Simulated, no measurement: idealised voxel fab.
The following process module bears the name voxel ribs on slabs.
We display cut, a cross-section 285 nm in width whose square cells are each 5 nm.
Cross-sections here: square-cell grids, written as top-down lists of bands, a band being one or more rows of cells.
The entry gives the band's vertical extent as a top height and a bottom height in nm, then its horizontal make-up as materials from left to right, each with a width in nm. "empty" stands for empty space; a single material marked "everywhere" fills the band edge to edge.
Convention: height 0 is the level below which the wafer, as received, is all one material. The lowest band does not terminate at the bottom but continues downward, represented as "0 down".
The two numbers in a width such as "30->40" mark its ends across the band: the first belongs to the top row of cells, the second to the bottom row, and from each row to the next the width moves by the same amount.
"no change occurred" for a step: no cell of the cross-section changed in that step.
Listed in "Enclosed void inventory": every empty space of 8 or more cells without an open way to the top. Form: width x height at distance, the distance being from the left edge, all in nm.
That trailing text on a step's line, after the settings, is the simulator's own remark on the step.
Each step line may optionally specify "overlay nm", which for a step with a mask gives the rightward distance between the mask's planned place and where it lay, a negative value indicating the leftward direction.
Set out below are the planned steps of the process
- 1: RECEIVE: material Si
- 2: DIRECTIONAL_DEP: material SiO2, thk nm 20
- 3: DIRECTIONAL_DEP: material polySi, thk nm 15
- 4: PATTERN: tone cover, mask id RIB, material resist, width nm 20, thk nm 15, overlay nm 0
- 5: DIRECTIONAL_ETCH: etch materials polySi, depth nm 5
- 6: STRIP: etch materials resist
- 7: MASKED_ETCH: tone cover, mask id SLAB, width nm 60, etch materials polySi, depth nm 10, overlay nm 0
- 8: FILL_DEP: material SiO2, thk nm 20
- 9: CMP: height nm 50
- 10: DIRECTIONAL_DEP: material TiN, thk nm 5
- 11: PATTERN: tone cover, mask id HEATER, material resist, width nm 30, thk nm 20, overlay nm 0
- 12: DIRECTIONAL_ETCH: etch materials TiN, depth nm 5
- 13: STRIP: etch materials resist
- 14: CONFORMAL_DEP: material SiN, thk nm 10
Cross-section, incoming material, after step 1
  0 down: Si everywhere
  Enclosed void inventory: none
First of two wafers, end-of-module section, run followed plan
  65 to 60: empty (115), SiN (50), empty (120)
  60 to 55: SiN everywhere
  55 to 50: SiN (125), TiN (30), SiN (130)
  50 to 35: SiO2 everywhere
  35 to 30: SiO2 (130), polySi (20), SiO2 (135)
  30 to 20: SiO2 (110), polySi (60), SiO2 (115)
  20 to 0: SiO2 everywhere
  0 down: Si everywhere
  Enclosed void inventory: none
Second of two wafers, module complete, sectioned: it shares the first wafer's start and plan but was run with one mistake
  65 to 60: empty (115), SiN (50), empty (120)
  60 to 55: SiN everywhere
  55 to 50: SiN (125), TiN (30), SiN (130)
  50 to 30: SiO2 everywhere
  30 to 20: SiO2 (110), polySi (20), SiO2 (20), polySi (20), SiO2 (115)
  20 to 0: SiO2 everywhere
  0 down: Si everywhere
  Enclosed void inventory: none
Finding, execution versus plan: it was found that steps 3 and 4 of the process plan had been performed in exchanged positions
Upon completion, the second wafer contains, in terms of cells, a greater or smaller amount of certain materials than the first wafer: SiO2: 12 more | polySi: 12 fewer
